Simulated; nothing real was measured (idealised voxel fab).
The following is a process module called voxel ribs on slabs.
It is cross-section cut that appears here, measuring 215 nm in width, its square cells being 5 nm in size.
Think of the cross-section as a grid of square cells. We describe it in bands, top to bottom, and each band covers one or more rows of those cells. It is stipulated that each band's entry specify, in nanometres, the height of the top of the band and then that of its bottom, followed by the materials of the band in left-to-right sequence, each together with its width in nanometres. A single material marked by the word "throughout" is understood to fill the band from edge to edge; the word "blank" is understood to denote empty space. We count height from 0. Below that, the starting wafer is all one material. The lowest band never ends at the bottom but goes on down; see "0 down" for how that is written. A width given as "30->40" starts at the first number in the band's top row and ends at the second number in its bottom row, shifting by an equal amount at every step from row to row. "left unchanged" for a step: no cell of the cross-section changed in that step. This entry, "Enclosed void entries", enumerates those empty regions of no fewer than 8 cells that possess no open connection to the top. Each region is reported in the form width x height at distance, the distance being taken from the left edge, with all three quantities expressed in nm. Heads up: the bit after the settings on a step's line is the simulator's remark on that step. overlay nm: mask offset rightward from planned place, masked step; negative means leftward offset.

Steps in the process plan:
step 1: op RECEIVE | material Si
step 2: op DIRECTIONAL_DEP | material SiO2 | thk nm 20
step 3: op DIRECTIONAL_DEP | material SiN | thk nm 25
step 4: op MASKED_ETCH | tone cover | mask id RIB | width nm 30 | etch materials SiN | depth nm 10 | overlay nm 0
step 5: op MASKED_ETCH | tone cover | mask id SLAB | width nm 70 | etch materials SiN | depth nm 15 | overlay nm 0
step 6: op FILL_DEP | material SiO2 | thk nm 20
step 7: op CMP | height nm 55
step 8: op DIRECTIONAL_DEP | material W | thk nm 5
step 9: op MASKED_ETCH | tone cover | mask id HEATER | width nm 40 | etch materials W | depth nm 5 | overlay nm 0
step 10: op CONFORMAL_DEP | material SiO2 | thk nm 5

This is the cross-section of the wafer as we received it, i.e. after step 1:
	0 down: Si throughout
	Enclosed void entries: none

Same starting wafer, same plan as above, one mistake in the execution; this is the cross-section at the end of the module:
	65 to 60: blank 80; SiO2 50; blank 85
	60 to 55: SiO2 85; W 40; SiO2 90
	55 to 45: SiO2 throughout
	45 to 35: SiO2 95; SiN 30; SiO2 90
	35 to 20: SiO2 70; SiN 70; SiO2 75
	20 to 0: SiO2 throughout
	0 down: Si throughout
	Enclosed void entries: none
What was done differently from what was planned? off-plan run, step 4, actual operation and settings op MASKED_ETCH | tone cover | mask id RIB | width nm 30 | etch materials SiN | depth nm 10 | overlay nm 5
